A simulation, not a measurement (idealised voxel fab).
The following is a process module called voxel air gaps.
Section cut is 235 nm wide and gridded with 5 nm square cells.
In this document a cross-section is written as a grid of square cells. It is given as a series of bands, listed from the top down, and a band is one or more rows of cells. For a band, the entry starts with two heights in nm, that of the top and then that of the bottom, and carries on with the band's materials in order from left to right, each alongside its width in nm; the word "all across" beside a single material means it fills the band edge to edge, and "blank" means empty space. Beneath 0, the wafer as received is one material, and that level is where height counting begins. The lowest band goes on downward without a bottom; it is written like "0 -> down". Graded width ("30..40"): value in top row of band = first number; value in bottom row = second number; row-to-row change constant. Where the words "all unchanged" appear for a step, the cross-section shows no cell changed by that step; every cell remained as before. What "Entrapped voids" gives you is every empty space of 8 cells or more that is cut off from the top. Each appears as width x height at distance, with the distance taken from the left edge and width, height and distance all in nm. Post-settings text on a step line: simulator's own remark regarding the step. If you see "overlay nm" on a step's line and that step has a mask, it's telling you how far right of where it was planned the mask ended up; a negative number means it went left instead.

# Intended process steps
1. RECEIVE [material Si]
2. CONFORMAL_DEP [material SiO2] [thk nm 10]
3. CONFORMAL_DEP [material SiN] [thk nm 5]
4. DIRECTIONAL_DEP [material SiO2] [thk nm 40]
5. MASKED_ETCH [tone open] [mask id LINES] [width nm 25] [pitch nm 55] [etch materials SiO2] [depth nm 40] [overlay nm 0]
6. CONFORMAL_DEP [material TiN] [thk nm 5]
7. FILL_DEP [material Ru] [thk nm 5]
8. CMP [height nm 55]
9. EPI [material Ru] [thk nm 10]
10. SELECTIVE_ETCH [etch materials SiO2] [depth nm 50]
11. CONFORMAL_DEP [material SiCN] [thk nm 5]

# Cross-section: wafer on arrival = after step 1
  0 -> down = Si all across
  Entrapped voids: none

# Final wafer profile in cross-section after the module, from the same start and plan as above, with one mistake made during processing
  70 -> 65 = SiCN all across
  65 -> 55 = 30 nm Ru  5 nm SiCN  50 nm Ru  5 nm SiCN  50 nm Ru  5 nm SiCN  50 nm Ru  5 nm SiCN  35 nm Ru
  55 -> 50 = 15 nm Ru  5 nm TiN  25 nm SiCN  5 nm TiN  20 nm Ru  5 nm TiN  25 nm SiCN  5 nm TiN  20 nm Ru  5 nm TiN  25 nm SiCN  5 nm TiN  20 nm Ru  5 nm TiN  25 nm SiCN  5 nm TiN  20 nm Ru
  50 -> 20 = 15 nm Ru  5 nm TiN  5 nm SiCN  15 nm blank  5 nm SiCN  5 nm TiN  20 nm Ru  5 nm TiN  5 nm SiCN  15 nm blank  5 nm SiCN  5 nm TiN  20 nm Ru  5 nm TiN  5 nm SiCN  15 nm blank  5 nm SiCN  5 nm TiN  20 nm Ru  5 nm TiN  5 nm SiCN  15 nm blank  5 nm SiCN  5 nm TiN  20 nm Ru
  20 -> 15 = 20 nm TiN  25 nm SiCN  30 nm TiN  25 nm SiCN  30 nm TiN  25 nm SiCN  30 nm TiN  25 nm SiCN  25 nm TiN
  15 -> 10 = SiN all across
  10 -> 0 = SiO2 all across
  0 -> down = Si all across
  Entrapped voids: 15 x 30 at 25; 15 x 30 at 80; 15 x 30 at 135; 15 x 30 at 190
It is concluded that the wafer was processed incorrectly with respect to the plan, in that note that step 5 departed from the planned setting and was carried out as MASKED_ETCH [tone cover] [mask id LINES] [width nm 25] [pitch nm 55] [etch materials SiO2] [depth nm 40] [overlay nm 0]
